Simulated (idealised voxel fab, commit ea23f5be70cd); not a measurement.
process module | voxel fin reveal
cross-section cut | 275 nm wide | cells 5 nm
A cross-section is a grid of square cells, given in bands from the top down. A band is one or more rows of cells.
Each band's line starts with the height of the band's top and of its bottom, in nm. Then come its materials from left to right, each with its width in nm. One material with "throughout" fills the band from edge to edge. "air" is empty space.
Height 0 is the level under which the wafer as received is all one material. The lowest band goes on downwards, as in "0 down".
A width such as "30 to 40" changes by the same amount from each row of cells to the next, from the band's top row to its bottom row.
"no change" after a step means that no cell of the cross-section changed.
closed voids: empty space of 8 cells or more with no open way to the top, each as width x height at its distance from the left edge, in nm
after a step's settings: what the simulator itself notes on the step
overlay nm, on a step with a mask: how far to the right of its planned place the mask lay; to the left if negative
plan
1 op RECEIVE | material Si
2 op CONFORMAL_DEP | material SiN | thk nm 10
3 op MASKED_ETCH | tone cover | mask id FINS | width nm 15 | pitch nm 45 | etch materials SiN | depth nm 10 | overlay nm 0
4 op MASKED_ETCH | tone cover | mask id FINS | width nm 15 | pitch nm 45 | etch materials Si | depth nm 35 | overlay nm 0
5 op OXIDIZE | depth nm 5
6 op FILL_DEP | material SiO2 | thk nm 15
7 op CMP | height nm 10
8 op SELECTIVE_ETCH | etch materials SiO2 | depth nm 20
9 op STRIP | etch materials SiN
first wafer, as planned
as received, after step 1
  0 down: Si throughout
  closed voids: none
after step 2
  10 to 0: SiN throughout
  below 0: unchanged
after step 3
  10 to 0: air 60 | SiN 15 | air 30 | SiN 15 | air 30 | SiN 15 | air 30 | SiN 15 | air 65
  below 0: unchanged
after step 4
  10 to 0: air 60 | SiN 15 | air 30 | SiN 15 | air 30 | SiN 15 | air 30 | SiN 15 | air 65
  0 to -35: air 60 | Si 15 | air 30 | Si 15 | air 30 | Si 15 | air 30 | Si 15 | air 65
  below -35: unchanged
after step 5
  10 to 0: air 60 | SiN 15 | air 30 | SiN 15 | air 30 | SiN 15 | air 30 | SiN 15 | air 65
  0 to -35: air 60 | SiO2 5 | Si 5 | SiO2 5 | air 30 | SiO2 5 | Si 5 | SiO2 5 | air 30 | SiO2 5 | Si 5 | SiO2 5 | air 30 | SiO2 5 | Si 5 | SiO2 5 | air 65
  -35 to -40: SiO2 65 | Si 5 | SiO2 40 | Si 5 | SiO2 40 | Si 5 | SiO2 40 | Si 5 | SiO2 70
  below -40: unchanged
after step 6
  25 to 10: SiO2 throughout
  10 to 0: SiO2 60 | SiN 15 | SiO2 30 | SiN 15 | SiO2 30 | SiN 15 | SiO2 30 | SiN 15 | SiO2 65
  0 to -40: SiO2 65 | Si 5 | SiO2 40 | Si 5 | SiO2 40 | Si 5 | SiO2 40 | Si 5 | SiO2 70
  below -40: unchanged
after step 7
  10 to 0: SiO2 60 | SiN 15 | SiO2 30 | SiN 15 | SiO2 30 | SiN 15 | SiO2 30 | SiN 15 | SiO2 65
  below 0: unchanged
after step 8
  10 to 0: air 60 | SiN 15 | air 30 | SiN 15 | air 30 | SiN 15 | air 30 | SiN 15 | air 65
  0 to -10: air 65 | Si 5 | air 40 | Si 5 | air 40 | Si 5 | air 40 | Si 5 | air 70
  below -10: unchanged
after step 9
  0 to -10: air 65 | Si 5 | air 40 | Si 5 | air 40 | Si 5 | air 40 | Si 5 | air 70
  below -10: unchanged
second wafer: like start, like plan, one mistake. Through step 3 it matches the first wafer
when step 4 should have ended
  10 to 0: air 60 | SiN 15 | air 30 | SiN 15 | air 30 | SiN 15 | air 30 | SiN 15 | air 65
  0 to -45: air 60 | Si 15 | air 30 | Si 15 | air 30 | Si 15 | air 30 | Si 15 | air 65
  below -45: unchanged
when step 5 should have ended
  10 to 0: air 60 | SiN 15 | air 30 | SiN 15 | air 30 | SiN 15 | air 30 | SiN 15 | air 65
  0 to -45: air 60 | SiO2 5 | Si 5 | SiO2 5 | air 30 | SiO2 5 | Si 5 | SiO2 5 | air 30 | SiO2 5 | Si 5 | SiO2 5 | air 30 | SiO2 5 | Si 5 | SiO2 5 | air 65
  -45 to -50: SiO2 65 | Si 5 | SiO2 40 | Si 5 | SiO2 40 | Si 5 | SiO2 40 | Si 5 | SiO2 70
  below -50: unchanged
when step 6 should have ended
  25 to 10: SiO2 throughout
  10 to 0: SiO2 60 | SiN 15 | SiO2 30 | SiN 15 | SiO2 30 | SiN 15 | SiO2 30 | SiN 15 | SiO2 65
  0 to -50: SiO2 65 | Si 5 | SiO2 40 | Si 5 | SiO2 40 | Si 5 | SiO2 40 | Si 5 | SiO2 70
  below -50: unchanged
when step 7 should have ended
  10 to 0: SiO2 60 | SiN 15 | SiO2 30 | SiN 15 | SiO2 30 | SiN 15 | SiO2 30 | SiN 15 | SiO2 65
  below 0: unchanged
when step 8 should have ended
  10 to 0: air 60 | SiN 15 | air 30 | SiN 15 | air 30 | SiN 15 | air 30 | SiN 15 | air 65
  0 to -10: air 65 | Si 5 | air 40 | Si 5 | air 40 | Si 5 | air 40 | Si 5 | air 70
  below -10: unchanged
when step 9 should have ended
  0 to -10: air 65 | Si 5 | air 40 | Si 5 | air 40 | Si 5 | air 40 | Si 5 | air 70
  below -10: unchanged
what went wrong: step 4 ran as: op MASKED_ETCH | tone cover | mask id FINS | width nm 15 | pitch nm 45 | etch materials Si | depth nm 45 | overlay nm 0
at the end the second wafer has, in cells: 102 fewer of Si | 102 more of SiO2
